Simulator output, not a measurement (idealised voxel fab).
process module | voxel self aligned vias
cross-section cut | 300 nm wide | cells 5 nm
A cross-section is a grid of square cells, given in bands from the top down. A band is one or more rows of cells.
Each band's line starts with the height of the band's top and of its bottom, in nm. Then come its materials from left to right, each with its width in nm. One material with "throughout" fills the band from edge to edge. "air" is empty space.
Height 0 is the level under which the wafer as received is all one material. The lowest band goes on downwards, as in "0 down".
A width such as "30 to 40" changes by the same amount from each row of cells to the next, from the band's top row to its bottom row.
"no change" after a step means that no cell of the cross-section changed.
closed voids: empty space of 8 cells or more with no open way to the top, each as width x height at its distance from the left edge, in nm
after a step's settings: what the simulator itself notes on the step
overlay nm, on a step with a mask: how far to the right of its planned place the mask lay; to the left if negative
plan
1 op RECEIVE | material Si
2 op CONFORMAL_DEP | material SiO2 | thk nm 15
3 op CONFORMAL_DEP | material SiCN | thk nm 5
4 op DIRECTIONAL_DEP | material SiO2 | thk nm 25
5 op PATTERN | tone open | mask id LINES | material resist | width nm 20 | pitch nm 60 | thk nm 15 | overlay nm -15
6 op DIRECTIONAL_ETCH | etch materials SiO2 | depth nm 25
7 op STRIP | etch materials resist
8 op CONFORMAL_DEP | material TiN | thk nm 5
9 op FILL_DEP | material W | thk nm 10
10 op CMP | height nm 45
11 op SELECTIVE_ETCH | etch materials W Ru TiN | depth nm 5
12 op FILL_DEP | material SiN | thk nm 5
13 op CMP | height nm 45
14 op DIRECTIONAL_DEP | material SiO2 | thk nm 20
15 op DIRECTIONAL_DEP | material aC | thk nm 10
16 op PATTERN | tone open | mask id VIAS | material resist | width nm 40 | pitch nm 60 | thk nm 30 | overlay nm 0
17 op DIRECTIONAL_ETCH | etch materials aC | depth nm 10
18 op STRIP | etch materials resist
19 op DIRECTIONAL_ETCH | etch materials SiO2 | depth nm 20
20 op DIRECTIONAL_ETCH | etch materials SiN | depth nm 5
21 op STRIP | etch materials aC
22 op CONFORMAL_DEP | material TiN | thk nm 5
23 op FILL_DEP | material Ru | thk nm 10
24 op CMP | height nm 65
25 op CONFORMAL_DEP | material SiN | thk nm 5
varied across the wafers: overlay nm of step 5. The plan shows the first wafer's value. All wafers start alike
first wafer as received, after step 1
  0 down: Si throughout
  closed voids: none
first wafer at the end, after step 25
  70 to 65: SiN throughout
  65 to 50: SiO2 70 | TiN 5 | Ru 30 | TiN 5 | SiO2 20 | TiN 5 | Ru 30 | TiN 5 | SiO2 20 | TiN 5 | Ru 30 | TiN 5 | SiO2 70
  50 to 45: SiO2 70 | TiN 5 | Ru 5 | TiN 30 | SiO2 20 | TiN 5 | Ru 5 | TiN 30 | SiO2 20 | TiN 5 | Ru 5 | TiN 30 | SiO2 70
  45 to 40: SiO2 65 | SiN 5 | TiN 15 | SiO2 40 | SiN 5 | TiN 15 | SiO2 40 | SiN 5 | TiN 15 | SiO2 95
  40 to 25: SiO2 65 | TiN 5 | W 10 | TiN 5 | SiO2 40 | TiN 5 | W 10 | TiN 5 | SiO2 40 | TiN 5 | W 10 | TiN 5 | SiO2 95
  25 to 20: SiO2 65 | TiN 20 | SiO2 40 | TiN 20 | SiO2 40 | TiN 20 | SiO2 95
  20 to 15: SiCN throughout
  15 to 0: SiO2 throughout
  0 down: Si throughout
  closed voids: none
last wafer at the end
  70 to 65: SiN throughout
  65 to 50: SiO2 70 | TiN 5 | Ru 30 | TiN 5 | SiO2 20 | TiN 5 | Ru 30 | TiN 5 | SiO2 20 | TiN 5 | Ru 30 | TiN 5 | SiO2 70
  50 to 45: SiO2 70 | TiN 30 | Ru 5 | TiN 5 | SiO2 20 | TiN 30 | Ru 5 | TiN 5 | SiO2 20 | TiN 30 | Ru 5 | TiN 5 | SiO2 70
  45 to 40: SiO2 95 | TiN 15 | SiN 5 | SiO2 40 | TiN 15 | SiN 5 | SiO2 40 | TiN 15 | SiN 5 | SiO2 65
  40 to 25: SiO2 95 | TiN 5 | W 10 | TiN 5 | SiO2 40 | TiN 5 | W 10 | TiN 5 | SiO2 40 | TiN 5 | W 10 | TiN 5 | SiO2 65
  25 to 20: SiO2 95 | TiN 20 | SiO2 40 | TiN 20 | SiO2 40 | TiN 20 | SiO2 65
  20 to 15: SiCN throughout
  15 to 0: SiO2 throughout
  0 down: Si throughout
  closed voids: none
each wafer at the end: cells of each material gained (+) or lost (-) since it was received, then its closed voids
overlay nm -15 | +57 Ru | +60 SiCN | +63 SiN | +564 SiO2 | +78 TiN | +18 W | closed voids: none
overlay nm -10 | +60 Ru | +60 SiCN | +60 SiN | +564 SiO2 | +78 TiN | +18 W | closed voids: none
overlay nm -5 | +60 Ru | +60 SiCN | +60 SiN | +564 SiO2 | +78 TiN | +18 W | closed voids: none
overlay nm 0 | +60 Ru | +60 SiCN | +60 SiN | +564 SiO2 | +78 TiN | +18 W | closed voids: none
overlay nm 5 | +60 Ru | +60 SiCN | +60 SiN | +564 SiO2 | +78 TiN | +18 W | closed voids: none
overlay nm 10 | +60 Ru | +60 SiCN | +60 SiN | +564 SiO2 | +78 TiN | +18 W | closed voids: none
overlay nm 15 | +57 Ru | +60 SiCN | +63 SiN | +564 SiO2 | +78 TiN | +18 W | closed voids: none
